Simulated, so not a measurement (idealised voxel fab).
Process module under the name voxel gate over fins
cross-section cut | 185 nm wide | cells 5 nm
A cross-section is a grid of square cells, given in bands from the top down. A band is one or more rows of cells. For a band, the entry starts with two heights in nm, that of the top and then that of the bottom, and carries on with the band's materials in order from left to right, each alongside its width in nm; the word "throughout" beside a single material means it fills the band edge to edge, and "blank" means empty space. Where do heights start? At 0: under that level the wafer as delivered is made of one material only. And the lowest band has no floor; it just carries on downward, as in "top 0, no bottom". Quick explanation for "30 to 40": the width changes in equal steps down the rows of cells, from the first number in the band's top row to the second number in its bottom row. A step reported as "nothing was modified" is a step in which no cell of the cross-section changed. Listed in "Closed empty spaces": every empty space of 8 or more cells without an open way to the top. Form: width x height at distance, the distance being from the left edge, all in nm. Formally, on a step line, whatever follows the settings is a remark that the simulator itself makes on the step. Among the settings permitted on a step's line is "overlay nm"; applied to a step with a mask, it specifies the extent to which the mask lay to the right of its planned position, whereas a negative figure signifies a position to the left.

Intended process steps:
1,RECEIVE with material Si
2,CONFORMAL_DEP with material SiN, thk nm 10
3,PATTERN with tone cover, mask id FINS, material resist, width nm 15, pitch nm 45, thk nm 20, overlay nm -15
4,DIRECTIONAL_ETCH with etch materials SiN, depth nm 10
5,DIRECTIONAL_ETCH with etch materials Si, depth nm 35
6,STRIP with etch materials resist
7,FILL_DEP with material SiO2, thk nm 5
8,CMP with height nm 10
9,SELECTIVE_ETCH with etch materials SiO2, depth nm 20
10,STRIP with etch materials SiN
11,CONFORMAL_DEP with material HfO2, thk nm 5
12,CONFORMAL_DEP with material TiN, thk nm 5
13,CONFORMAL_DEP with material TiAl, thk nm 5
14,CONFORMAL_DEP with material TiN, thk nm 5
15,FILL_DEP with material W, thk nm 15
16,CMP with height nm 30
17,CONFORMAL_DEP with material SiN, thk nm 5
The plan's step 3 overlay nm is the first wafer's value; the wafers differ in this setting and start identical.

Cross-section of the first incoming wafer of several, state after step 1:
> top 0, no bottom: Si throughout
> Closed empty spaces: none

Below: a row per wafer. Contents at end of module: for every material, cells gained since receipt (+) or lost since receipt (-); then closed voids:
overlay nm -15 | +45 HfO2 | -217 Si | +37 SiN | +155 SiO2 | +45 TiAl | +86 TiN | +108 W | Closed empty spaces: none
overlay nm -10 | +45 HfO2 | -217 Si | +37 SiN | +155 SiO2 | +45 TiAl | +86 TiN | +108 W | Closed empty spaces: none
overlay nm -5 | +45 HfO2 | -217 Si | +37 SiN | +155 SiO2 | +45 TiAl | +86 TiN | +108 W | Closed empty spaces: none
overlay nm 0 | +45 HfO2 | -217 Si | +37 SiN | +155 SiO2 | +45 TiAl | +86 TiN | +108 W | Closed empty spaces: none
overlay nm 5 | +45 HfO2 | -217 Si | +37 SiN | +155 SiO2 | +45 TiAl | +86 TiN | +108 W | Closed empty spaces: none
overlay nm 10 | +45 HfO2 | -217 Si | +37 SiN | +155 SiO2 | +45 TiAl | +86 TiN | +108 W | Closed empty spaces: none
overlay nm 15 | +45 HfO2 | -217 Si | +37 SiN | +155 SiO2 | +45 TiAl | +86 TiN | +108 W | Closed empty spaces: none
